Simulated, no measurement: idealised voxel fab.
The following is a process module called voxel local oxidation.
In the cross-section labelled cut, the width is 150 nm and each square cell is 5 nm.
Cross-section, as written here: a square-cell grid given band by band from the top down, where a band holds one or more rows of cells.
Heights first: top, then bottom, in nm. Then materials, left to right, each with a width in nm. "throughout" on a single material: fills the band edge to edge. "empty": empty space.
Basically, 0 is our baseline, since under it the wafer straight out of the box is all one material. The bottom band has no lower end and keeps on going down, so it looks like "top 0, no bottom".
Quick explanation for "30 to 40": the width changes in equal steps down the rows of cells, from the first number in the band's top row to the second number in its bottom row.
A step reported as "nothing was modified" is a step in which no cell of the cross-section changed.
Empty spaces without an open route to the top, at least 8 cells in extent, make up the entry "Enclosed cavity list"; each is given as width x height at distance, where the distance is measured from the left edge, and all are in nm.
The remark found on a step's line after its settings is issued by the simulator itself and pertains to that step.
The "overlay nm" setting may appear on a step's line; for a step that uses a mask, it gives how far to the right of its planned position the mask lay, and a negative value indicates the left.

SO HERE'S THE LINEUP OF PROCESS STEPS WE PLANNED
1 RECEIVE with material Si
2 OXIDIZE with depth nm 5
3 CONFORMAL_DEP with material SiN, thk nm 15
4 DIRECTIONAL_DEP with material aC, thk nm 15
5 PATTERN with tone cover, mask id ACTIVE, material resist, width nm 95, thk nm 30, overlay nm 0
6 DIRECTIONAL_ETCH with etch materials aC, depth nm 15
7 STRIP with etch materials resist
8 DIRECTIONAL_ETCH with etch materials SiN, depth nm 15
9 STRIP with etch materials aC
10 SELECTIVE_ETCH with etch materials SiO2, depth nm 5
11 OXIDIZE with depth nm 5
12 STRIP with etch materials SiN
Wafers differ in depth nm at step 11; plan lists the first wafer's value; identical starting state.

CROSS-SECTION OF THE FIRST OF SEVERAL WAFERS AS RECEIVED (AFTER STEP 1)
    top 0, no bottom = Si throughout
    Enclosed cavity list: none

LAST STEP OF THE MODULE IS STEP 12; AFTER IT, THE FIRST OF SEVERAL WAFERS IN CROSS-SECTION
    top 0, bottom -5 = 30 empty, then 85 SiO2, then 35 empty
    top -5, bottom -10 = 35 SiO2, then 75 Si, then 40 SiO2
    top -10, no bottom = Si throughout
    Enclosed cavity list: none

HERE'S THE LAST WAFER CROSS-SECTIONED AT THE END OF THE MODULE
    top 0, bottom -5 = 30 empty, then 85 SiO2, then 35 empty
    top -5, bottom -35 = 60 SiO2, then 25 Si, then 65 SiO2
    top -35, no bottom = Si throughout
    Enclosed cavity list: none

PER WAFER (ROW), END OF MODULE: DELTA IN CELLS PER MATERIAL SINCE RECEIPT, (+) FOR GAINED, (-) FOR LOST; CLOSED VOIDS AFTER THAT
depth nm 5, -45 Si, +32 SiO2, Enclosed cavity list: none
depth nm 10, -64 Si, +51 SiO2, Enclosed cavity list: none
depth nm 15, -87 Si, +74 SiO2, Enclosed cavity list: none
depth nm 20, -114 Si, +101 SiO2, Enclosed cavity list: none
depth nm 25, -145 Si, +132 SiO2, Enclosed cavity list: none
depth nm 30, -180 Si, +167 SiO2, Enclosed cavity list: none
